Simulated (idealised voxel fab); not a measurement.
A process module follows: voxel wiring stack.
FYI the section here is cut, 300 nm wide, cells are 5 nm squares.
Cross-section = grid of square cells, listed top down in bands; band = one or more rows. Band entry format. Leading values: height of top, height of bottom, nm. Remainder: materials in left-to-right order, each with its width in nm. Special words: "all across" on a single material, which then fills the band edge to edge; "blank", empty space. Where do heights start? At 0: under that level the wafer as delivered is made of one material only. And the lowest band has no floor; it just carries on downward, as in "top 0, no bottom". When a width is written as two numbers, as in "30 to 40", the first number is the width in the top row of cells of the band and the second is the width in its bottom row, and the width changes by the same amount from each row to the next. "remains unaltered", as given for a step, is the statement that not any cell of the cross-section underwent a change during that step. "Completely sealed voids": sealed empty spaces, 8 cells or more, no open way to top, listed width x height at distance, with distance from the left edge and width, height and distance in nm. The remark found on a step's line after its settings is issued by the simulator itself and pertains to that step. What "overlay nm" on a step's line means: if the step has a mask, that mask lay this far to the right of its planned place, or, when the value is negative, to the left.
## Intended process steps
1. op RECEIVE | material Si
2. op CONFORMAL_DEP | material SiO2 | thk nm 15
3. op DIRECTIONAL_DEP | material TiN | thk nm 5
4. op DIRECTIONAL_DEP | material W | thk nm 15
5. op PATTERN | tone cover | mask id METAL_1 | material resist | width nm 25 | pitch nm 55 | thk nm 20 | overlay nm 0
6. op DIRECTIONAL_ETCH | etch materials W | depth nm 15
7. op DIRECTIONAL_ETCH | etch materials TiN | depth nm 5
8. op STRIP | etch materials resist
9. op CONFORMAL_DEP | material SiCN | thk nm 5
10. op FILL_DEP | material lowk | thk nm 10
11. op CMP | height nm 35
12. op CONFORMAL_DEP | material SiCN | thk nm 5
13. op DIRECTIONAL_DEP | material lowk | thk nm 10
14. op DIRECTIONAL_DEP | material aC | thk nm 10
15. op PATTERN | tone open | mask id PLUG_1 | material resist | width nm 15 | thk nm 25 | overlay nm 0
16. op DIRECTIONAL_ETCH | etch materials aC | depth nm 10
17. op STRIP | etch materials resist
18. op DIRECTIONAL_ETCH | etch materials lowk | depth nm 10
19. op DIRECTIONAL_ETCH | etch materials SiCN | depth nm 5
20. op STRIP | etch materials aC
21. op CONFORMAL_DEP | material TiN | thk nm 5
22. op FILL_DEP | material Cu | thk nm 5
23. op CMP | height nm 50
24. op CONFORMAL_DEP | material SiCN | thk nm 5
25. op DIRECTIONAL_DEP | material lowk | thk nm 15
26. op MASKED_ETCH | tone open | mask id METAL_2 | width nm 25 | pitch nm 55 | etch materials lowk | depth nm 15 | overlay nm 0
27. op MASKED_ETCH | tone open | mask id METAL_2 | width nm 25 | pitch nm 55 | etch materials SiCN | depth nm 5 | overlay nm 0
28. op CONFORMAL_DEP | material TiN | thk nm 5
29. op FILL_DEP | material Cu | thk nm 5
30. op CMP | height nm 70
31. op CONFORMAL_DEP | material SiCN | thk nm 5
32. op DIRECTIONAL_DEP | material lowk | thk nm 15
33. op PATTERN | tone open | mask id PLUG_2 | material resist | width nm 15 | thk nm 15 | overlay nm 0
34. op DIRECTIONAL_ETCH | etch materials lowk | depth nm 15
35. op DIRECTIONAL_ETCH | etch materials SiCN | depth nm 5
36. op STRIP | etch materials resist
37. op CONFORMAL_DEP | material TiN | thk nm 5
38. op FILL_DEP | material Cu | thk nm 5
39. op CMP | height nm 90
40. op DIRECTIONAL_DEP | material TiN | thk nm 5
41. op DIRECTIONAL_DEP | material Ru | thk nm 20
42. op MASKED_ETCH | tone cover | mask id METAL_3 | width nm 25 | pitch nm 55 | etch materials Ru | depth nm 20 | overlay nm 0
43. op MASKED_ETCH | tone cover | mask id METAL_3 | width nm 25 | pitch nm 55 | etch materials TiN | depth nm 5 | overlay nm 0
44. op CONFORMAL_DEP | material SiCN | thk nm 5
45. op FILL_DEP | material SiO2 | thk nm 5
46. op CMP | height nm 115
47. op CONFORMAL_DEP | material SiCN | thk nm 5
48. op DIRECTIONAL_DEP | material lowk | thk nm 30
49. op PATTERN | tone open | mask id METAL_4_HOLES | material resist | width nm 15 | pitch nm 55 | thk nm 20 | overlay nm 0
50. op DIRECTIONAL_ETCH | etch materials lowk | depth nm 30
51. op STRIP | etch materials resist
52. op PATTERN | tone open | mask id METAL_4 | material resist | width nm 25 | pitch nm 55 | thk nm 15 | overlay nm 0
53. op DIRECTIONAL_ETCH | etch materials lowk | depth nm 15
54. op DIRECTIONAL_ETCH | etch materials SiCN | depth nm 5
55. op STRIP | etch materials resist
56. op CONFORMAL_DEP | material TiN | thk nm 5
57. op FILL_DEP | material Cu | thk nm 10
58. op CMP | height nm 150
59. op CONFORMAL_DEP | material SiN | thk nm 5
## Cross-section of the wafer upon arrival, representing the state reached after step 1
  top 0, no bottom: Si all across
  Completely sealed voids: none
## Run as planned - first of the two wafers cross-sectioned at the end of the module
  top 155, bottom 150: SiN all across
  top 150, bottom 140: lowk 110, TiN 5, Cu 15, TiN 5, lowk 30, TiN 5, Cu 15, TiN 5, lowk 110
  top 140, bottom 135: lowk 110, TiN 5, Cu 5, TiN 15, lowk 30, TiN 5, Cu 5, TiN 15, lowk 110
  top 135, bottom 120: lowk 110, TiN 5, Cu 5, TiN 5, lowk 40, TiN 5, Cu 5, TiN 5, lowk 120
  top 120, bottom 115: SiCN 110, TiN 15, SiCN 40, TiN 15, SiCN 120
  top 115, bottom 95: SiO2 105, SiCN 5, Ru 25, SiCN 5, SiO2 20, SiCN 5, Ru 25, SiCN 5, SiO2 105
  top 95, bottom 90: SiCN 110, TiN 25, SiCN 30, TiN 25, SiCN 110
  top 90, bottom 75: lowk 110, TiN 5, Cu 5, TiN 5, lowk 175
  top 75, bottom 70: SiCN 110, TiN 15, SiCN 175
  top 70, bottom 55: lowk 110, TiN 5, Cu 15, TiN 5, lowk 30, TiN 5, Cu 15, TiN 5, lowk 110
  top 55, bottom 50: SiCN 110, TiN 25, SiCN 30, TiN 25, SiCN 110
  top 50, bottom 40: lowk 110, TiN 5, Cu 5, TiN 5, lowk 175
  top 40, bottom 35: SiCN 110, TiN 15, SiCN 175
  top 35, bottom 20: lowk 105, SiCN 5, W 25, SiCN 5, lowk 20, SiCN 5, W 25, SiCN 5, lowk 105
  top 20, bottom 15: SiCN 110, TiN 25, SiCN 30, TiN 25, SiCN 110
  top 15, bottom 0: SiO2 all across
  top 0, no bottom: Si all across
  Completely sealed voids: none
## Cross-sectional view: second of two wafers, end of module; start and plan identical to the first, one mistake in running
  top 155, bottom 150: SiN all across
  top 150, bottom 145: SiCN 110, TiN 25, SiCN 30, TiN 25, SiCN 110
  top 145, bottom 115: lowk all across
  top 115, bottom 95: SiO2 105, SiCN 5, Ru 25, SiCN 5, SiO2 20, SiCN 5, Ru 25, SiCN 5, SiO2 105
  top 95, bottom 90: SiCN 110, TiN 25, SiCN 30, TiN 25, SiCN 110
  top 90, bottom 75: lowk 110, TiN 5, Cu 5, TiN 5, lowk 175
  top 75, bottom 70: SiCN 110, TiN 15, SiCN 175
  top 70, bottom 55: lowk 110, TiN 5, Cu 15, TiN 5, lowk 30, TiN 5, Cu 15, TiN 5, lowk 110
  top 55, bottom 50: SiCN 110, TiN 25, SiCN 30, TiN 25, SiCN 110
  top 50, bottom 40: lowk 110, TiN 5, Cu 5, TiN 5, lowk 175
  top 40, bottom 35: SiCN 110, TiN 15, SiCN 175
  top 35, bottom 20: lowk 105, SiCN 5, W 25, SiCN 5, lowk 20, SiCN 5, W 25, SiCN 5, lowk 105
  top 20, bottom 15: SiCN 110, TiN 25, SiCN 30, TiN 25, SiCN 110
  top 15, bottom 0: SiO2 all across
  top 0, no bottom: Si all across
  Completely sealed voids: none
Deviation from plan: a sequencing error occurred in which plan steps 47 and 48 were transposed
Heads up, by the end the second wafer has more or fewer cells of some materials compared to the first: Cu: 20 fewer; SiCN: 4 fewer; TiN: 24 fewer; lowk: 48 more
